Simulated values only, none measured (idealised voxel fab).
The name of this process module is voxel fin reveal.
Cross-section cut: width 205 nm, square cells of 5 nm.
Each cross-section below is a grid of square cells, stated as bands in top-down order, with one or more rows of cells making up each band. Quick guide to a band line: top height, bottom height (nm) up front; then every material left to right with its width in nm. Only one material and it's marked "everywhere"? Then it fills the band edge to edge. And "blank" just means empty space. Height 0 is the level under which the wafer as received is all one material. The lowest band goes on downwards, as in "0..down". The expression "30->40" gives the width at the extremes of the band, the first number at its top row of cells and the second at its bottom row, with the width changing by equal amounts from each row to the next in between. Reading "remained the same" for a step: not a cell of the cross-section changed in it. Reported under the label "Closed-off voids" are the empty spaces having no open way to the top and comprising 8 cells or more; the notation for each is width x height at distance, in which the distance is measured from the left edge and all three values are in nm. Step line, after settings: the simulator's comment on this step. "overlay nm" answers the question of how far to the right of plan the mask lay on a step that has a mask, and when it is negative the answer is to the left.

# The process steps that were planned are listed below
1,op RECEIVE | material Si
2,op CONFORMAL_DEP | material SiN | thk nm 10
3,op DIRECTIONAL_DEP | material aC | thk nm 10
4,op PATTERN | tone cover | mask id FINS | material resist | width nm 15 | pitch nm 35 | thk nm 30 | overlay nm 0
5,op DIRECTIONAL_ETCH | etch materials aC | depth nm 10
6,op STRIP | etch materials resist
7,op DIRECTIONAL_ETCH | etch materials SiN | depth nm 10
8,op DIRECTIONAL_ETCH | etch materials Si | depth nm 35
9,op STRIP | etch materials aC
10,op FILL_DEP | material SiO2 | thk nm 5
11,op CMP | height nm 10
12,op SELECTIVE_ETCH | etch materials SiO2 | depth nm 20
13,op STRIP | etch materials SiN
14,op CONFORMAL_DEP | material HfO2 | thk nm 5

# first wafer, as planned

# Incoming wafer, cross-sectional view, post step 1
* 0..down | Si everywhere
* Closed-off voids: none

# State of the wafer after step 2, shown in cross-section
* 10..0 | SiN everywhere
* Unchanged below 0.

# State of the wafer after step 3, shown in cross-section
* 20..10 | aC everywhere
* Unchanged below 10.

# State of the wafer after step 4, shown in cross-section
* 50..20 | 60 of blank / 15 of resist / 20 of blank / 15 of resist / 20 of blank / 15 of resist / 60 of blank
* Unchanged below 20.

# State of the wafer after step 5, shown in cross-section
* 40..20 | 60 of blank / 15 of resist / 20 of blank / 15 of resist / 20 of blank / 15 of resist / 60 of blank
* 20..10 | 60 of blank / 15 of aC / 20 of blank / 15 of aC / 20 of blank / 15 of aC / 60 of blank
* Unchanged below 10.

# State of the wafer after step 6, shown in cross-section
* 20..10 | 60 of blank / 15 of aC / 20 of blank / 15 of aC / 20 of blank / 15 of aC / 60 of blank
* Unchanged below 10.

# State of the wafer after step 7, shown in cross-section
* 20..10 | 60 of blank / 15 of aC / 20 of blank / 15 of aC / 20 of blank / 15 of aC / 60 of blank
* 10..0 | 60 of blank / 15 of SiN / 20 of blank / 15 of SiN / 20 of blank / 15 of SiN / 60 of blank
* Unchanged below 0.

# State of the wafer after step 8, shown in cross-section
* 20..10 | 60 of blank / 15 of aC / 20 of blank / 15 of aC / 20 of blank / 15 of aC / 60 of blank
* 10..0 | 60 of blank / 15 of SiN / 20 of blank / 15 of SiN / 20 of blank / 15 of SiN / 60 of blank
* 0..-35 | 60 of blank / 15 of Si / 20 of blank / 15 of Si / 20 of blank / 15 of Si / 60 of blank
* Unchanged below -35.

# State of the wafer after step 9, shown in cross-section
* 10..0 | 60 of blank / 15 of SiN / 20 of blank / 15 of SiN / 20 of blank / 15 of SiN / 60 of blank
* Unchanged below 0.

# State of the wafer after step 10, shown in cross-section
* 15..10 | SiO2 everywhere
* 10..0 | 60 of SiO2 / 15 of SiN / 20 of SiO2 / 15 of SiN / 20 of SiO2 / 15 of SiN / 60 of SiO2
* 0..-35 | 60 of SiO2 / 15 of Si / 20 of SiO2 / 15 of Si / 20 of SiO2 / 15 of Si / 60 of SiO2
* Unchanged below -35.

# State of the wafer after step 11, shown in cross-section
* 10..0 | 60 of SiO2 / 15 of SiN / 20 of SiO2 / 15 of SiN / 20 of SiO2 / 15 of SiN / 60 of SiO2
* Unchanged below 0.

# State of the wafer after step 12, shown in cross-section
* 10..0 | 60 of blank / 15 of SiN / 20 of blank / 15 of SiN / 20 of blank / 15 of SiN / 60 of blank
* 0..-10 | 60 of blank / 15 of Si / 20 of blank / 15 of Si / 20 of blank / 15 of Si / 60 of blank
* Unchanged below -10.

# State of the wafer after step 13, shown in cross-section
* 0..-10 | 60 of blank / 15 of Si / 20 of blank / 15 of Si / 20 of blank / 15 of Si / 60 of blank
* Unchanged below -10.

# State of the wafer after step 14, shown in cross-section
* 5..0 | 55 of blank / 25 of HfO2 / 10 of blank / 25 of HfO2 / 10 of blank / 25 of HfO2 / 55 of blank
* 0..-5 | 55 of blank / 5 of HfO2 / 15 of Si / 5 of HfO2 / 10 of blank / 5 of HfO2 / 15 of Si / 5 of HfO2 / 10 of blank / 5 of HfO2 / 15 of Si / 5 of HfO2 / 55 of blank
* -5..-10 | 60 of HfO2 / 15 of Si / 20 of HfO2 / 15 of Si / 20 of HfO2 / 15 of Si / 60 of HfO2
* Unchanged below -10.

# The remaining wafer, second of the two, started like the first and was run to the same plan, except that one mistake was made along the way; the two coincide through step 3, inclusive

# Planned end of step 4: second wafer, cross-section
* 50..20 | 60 of blank / 20 of resist / 15 of blank / 20 of resist / 15 of blank / 20 of resist / 55 of blank
* Unchanged below 20.

# Planned end of step 5: second wafer, cross-section
* 40..20 | 60 of blank / 20 of resist / 15 of blank / 20 of resist / 15 of blank / 20 of resist / 55 of blank
* 20..10 | 60 of blank / 20 of aC / 15 of blank / 20 of aC / 15 of blank / 20 of aC / 55 of blank
* Unchanged below 10.

# Planned end of step 6: second wafer, cross-section
* 20..10 | 60 of blank / 20 of aC / 15 of blank / 20 of aC / 15 of blank / 20 of aC / 55 of blank
* Unchanged below 10.

# Planned end of step 7: second wafer, cross-section
* 20..10 | 60 of blank / 20 of aC / 15 of blank / 20 of aC / 15 of blank / 20 of aC / 55 of blank
* 10..0 | 60 of blank / 20 of SiN / 15 of blank / 20 of SiN / 15 of blank / 20 of SiN / 55 of blank
* Unchanged below 0.

# Planned end of step 8: second wafer, cross-section
* 20..10 | 60 of blank / 20 of aC / 15 of blank / 20 of aC / 15 of blank / 20 of aC / 55 of blank
* 10..0 | 60 of blank / 20 of SiN / 15 of blank / 20 of SiN / 15 of blank / 20 of SiN / 55 of blank
* 0..-35 | 60 of blank / 20 of Si / 15 of blank / 20 of Si / 15 of blank / 20 of Si / 55 of blank
* Unchanged below -35.

# Planned end of step 9: second wafer, cross-section
* 10..0 | 60 of blank / 20 of SiN / 15 of blank / 20 of SiN / 15 of blank / 20 of SiN / 55 of blank
* Unchanged below 0.

# Planned end of step 10: second wafer, cross-section
* 15..10 | SiO2 everywhere
* 10..0 | 60 of SiO2 / 20 of SiN / 15 of SiO2 / 20 of SiN / 15 of SiO2 / 20 of SiN / 55 of SiO2
* 0..-35 | 60 of SiO2 / 20 of Si / 15 of SiO2 / 20 of Si / 15 of SiO2 / 20 of Si / 55 of SiO2
* Unchanged below -35.

# Planned end of step 11: second wafer, cross-section
* 10..0 | 60 of SiO2 / 20 of SiN / 15 of SiO2 / 20 of SiN / 15 of SiO2 / 20 of SiN / 55 of SiO2
* Unchanged below 0.

# Planned end of step 12: second wafer, cross-section
* 10..0 | 60 of blank / 20 of SiN / 15 of blank / 20 of SiN / 15 of blank / 20 of SiN / 55 of blank
* 0..-10 | 60 of blank / 20 of Si / 15 of blank / 20 of Si / 15 of blank / 20 of Si / 55 of blank
* Unchanged below -10.

# Planned end of step 13: second wafer, cross-section
* 0..-10 | 60 of blank / 20 of Si / 15 of blank / 20 of Si / 15 of blank / 20 of Si / 55 of blank
* Unchanged below -10.

# Planned end of step 14: second wafer, cross-section
* 5..0 | 55 of blank / 30 of HfO2 / 5 of blank / 30 of HfO2 / 5 of blank / 30 of HfO2 / 50 of blank
* 0..-5 | 55 of blank / 5 of HfO2 / 20 of Si / 5 of HfO2 / 5 of blank / 5 of HfO2 / 20 of Si / 5 of HfO2 / 5 of blank / 5 of HfO2 / 20 of Si / 5 of HfO2 / 50 of blank
* -5..-10 | 60 of HfO2 / 20 of Si / 15 of HfO2 / 20 of Si / 15 of HfO2 / 20 of Si / 55 of HfO2
* Unchanged below -10.
Where did the run depart from the plan? step 4 was not run as planned; what actually ran was op PATTERN | tone cover | mask id FINS | material resist | width nm 20 | pitch nm 35 | thk nm 30 | overlay nm 0
At the finish, the second wafer shows more or fewer cells for some materials than the first does: Si: 21 more; SiO2: 15 fewer
